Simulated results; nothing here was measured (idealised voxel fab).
process module | voxel quadruple lines
cross-section cut | 265 nm wide | cells 5 nm
A cross-section is a grid of square cells, given in bands from the top down. A band is one or more rows of cells.
Each band's line starts with the height of the band's top and of its bottom, in nm. Then come its materials from left to right, each with its width in nm. One material with "throughout" fills the band from edge to edge. "air" is empty space.
Height 0 is the level under which the wafer as received is all one material. The lowest band goes on downwards, as in "0 down".
A width such as "30 to 40" changes by the same amount from each row of cells to the next, from the band's top row to its bottom row.
"no change" after a step means that no cell of the cross-section changed.
closed voids: empty space of 8 cells or more with no open way to the top, each as width x height at its distance from the left edge, in nm
after a step's settings: what the simulator itself notes on the step
overlay nm, on a step with a mask: how far to the right of its planned place the mask lay; to the left if negative
plan
1 op RECEIVE | material Si
2 op CONFORMAL_DEP | material Al2O3 | thk nm 5
3 op DIRECTIONAL_DEP | material Ru | thk nm 15
4 op DIRECTIONAL_DEP | material polySi | thk nm 20
5 op DIRECTIONAL_DEP | material aC | thk nm 20
6 op PATTERN | tone cover | mask id MANDREL | material resist | width nm 20 | thk nm 25 | overlay nm 0
7 op DIRECTIONAL_ETCH | etch materials aC | depth nm 20
8 op STRIP | etch materials resist
9 op CONFORMAL_DEP | material SiO2 | thk nm 10
10 op DIRECTIONAL_ETCH | etch materials SiO2 | depth nm 10
11 op STRIP | etch materials aC
12 op DIRECTIONAL_ETCH | etch materials polySi | depth nm 20
13 op STRIP | etch materials SiO2
14 op CONFORMAL_DEP | material SiN | thk nm 5
15 op DIRECTIONAL_ETCH | etch materials SiN | depth nm 5
16 op STRIP | etch materials polySi
17 op DIRECTIONAL_ETCH | etch materials Ru | depth nm 15
18 op STRIP | etch materials SiN
first wafer, as planned
as received, after step 1
  0 down: Si throughout
  closed voids: none
after step 2
  5 to 0: Al2O3 throughout
  below 0: unchanged
after step 3
  20 to 5: Ru throughout
  below 5: unchanged
after step 4
  40 to 20: polySi throughout
  below 20: unchanged
after step 5
  60 to 40: aC throughout
  below 40: unchanged
after step 6
  85 to 60: air 120 | resist 20 | air 125
  below 60: unchanged
after step 7
  65 to 60: air 120 | resist 20 | air 125
  60 to 40: air 120 | aC 20 | air 125
  below 40: unchanged
after step 8
  60 to 40: air 120 | aC 20 | air 125
  below 40: unchanged
after step 9
  70 to 60: air 110 | SiO2 40 | air 115
  60 to 50: air 110 | SiO2 10 | aC 20 | SiO2 10 | air 115
  50 to 40: SiO2 120 | aC 20 | SiO2 125
  below 40: unchanged
after step 10
  60 to 40: air 110 | SiO2 10 | aC 20 | SiO2 10 | air 115
  below 40: unchanged
after step 11
  60 to 40: air 110 | SiO2 10 | air 20 | SiO2 10 | air 115
  below 40: unchanged
after step 12
  60 to 40: air 110 | SiO2 10 | air 20 | SiO2 10 | air 115
  40 to 20: air 110 | polySi 10 | air 20 | polySi 10 | air 115
  below 20: unchanged
after step 13
  40 to 20: air 110 | polySi 10 | air 20 | polySi 10 | air 115
  below 20: unchanged
after step 14
  45 to 40: air 105 | SiN 20 | air 10 | SiN 20 | air 110
  40 to 25: air 105 | SiN 5 | polySi 10 | SiN 5 | air 10 | SiN 5 | polySi 10 | SiN 5 | air 110
  25 to 20: SiN 110 | polySi 10 | SiN 20 | polySi 10 | SiN 115
  below 20: unchanged
after step 15
  40 to 20: air 105 | SiN 5 | polySi 10 | SiN 5 | air 10 | SiN 5 | polySi 10 | SiN 5 | air 110
  below 20: unchanged
after step 16
  40 to 20: air 105 | SiN 5 | air 10 | SiN 5 | air 10 | SiN 5 | air 10 | SiN 5 | air 110
  below 20: unchanged
after step 17
  40 to 20: air 105 | SiN 5 | air 10 | SiN 5 | air 10 | SiN 5 | air 10 | SiN 5 | air 110
  20 to 5: air 105 | Ru 5 | air 10 | Ru 5 | air 10 | Ru 5 | air 10 | Ru 5 | air 110
  below 5: unchanged
after step 18
  20 to 5: air 105 | Ru 5 | air 10 | Ru 5 | air 10 | Ru 5 | air 10 | Ru 5 | air 110
  below 5: unchanged
second wafer: like start, like plan, one mistake. Through step 1 it matches the first wafer
when step 2 should have ended: no change
when step 3 should have ended
  15 to 0: Ru throughout
  below 0: unchanged
when step 4 should have ended
  35 to 15: polySi throughout
  below 15: unchanged
when step 5 should have ended
  55 to 35: aC throughout
  below 35: unchanged
when step 6 should have ended
  80 to 55: air 120 | resist 20 | air 125
  below 55: unchanged
when step 7 should have ended
  60 to 55: air 120 | resist 20 | air 125
  55 to 35: air 120 | aC 20 | air 125
  below 35: unchanged
when step 8 should have ended
  55 to 35: air 120 | aC 20 | air 125
  below 35: unchanged
when step 9 should have ended
  65 to 55: air 110 | SiO2 40 | air 115
  55 to 45: air 110 | SiO2 10 | aC 20 | SiO2 10 | air 115
  45 to 35: SiO2 120 | aC 20 | SiO2 125
  below 35: unchanged
when step 10 should have ended
  55 to 35: air 110 | SiO2 10 | aC 20 | SiO2 10 | air 115
  below 35: unchanged
when step 11 should have ended
  55 to 35: air 110 | SiO2 10 | air 20 | SiO2 10 | air 115
  below 35: unchanged
when step 12 should have ended
  55 to 35: air 110 | SiO2 10 | air 20 | SiO2 10 | air 115
  35 to 15: air 110 | polySi 10 | air 20 | polySi 10 | air 115
  below 15: unchanged
when step 13 should have ended
  35 to 15: air 110 | polySi 10 | air 20 | polySi 10 | air 115
  below 15: unchanged
when step 14 should have ended
  40 to 35: air 105 | SiN 20 | air 10 | SiN 20 | air 110
  35 to 20: air 105 | SiN 5 | polySi 10 | SiN 5 | air 10 | SiN 5 | polySi 10 | SiN 5 | air 110
  20 to 15: SiN 110 | polySi 10 | SiN 20 | polySi 10 | SiN 115
  below 15: unchanged
when step 15 should have ended
  35 to 15: air 105 | SiN 5 | polySi 10 | SiN 5 | air 10 | SiN 5 | polySi 10 | SiN 5 | air 110
  below 15: unchanged
when step 16 should have ended
  35 to 15: air 105 | SiN 5 | air 10 | SiN 5 | air 10 | SiN 5 | air 10 | SiN 5 | air 110
  below 15: unchanged
when step 17 should have ended
  35 to 15: air 105 | SiN 5 | air 10 | SiN 5 | air 10 | SiN 5 | air 10 | SiN 5 | air 110
  15 to 0: air 105 | Ru 5 | air 10 | Ru 5 | air 10 | Ru 5 | air 10 | Ru 5 | air 110
  below 0: unchanged
when step 18 should have ended
  15 to 0: air 105 | Ru 5 | air 10 | Ru 5 | air 10 | Ru 5 | air 10 | Ru 5 | air 110
  below 0: unchanged
what went wrong: step 2 was left out
at the end the second wafer has, in cells: 53 fewer of Al2O3
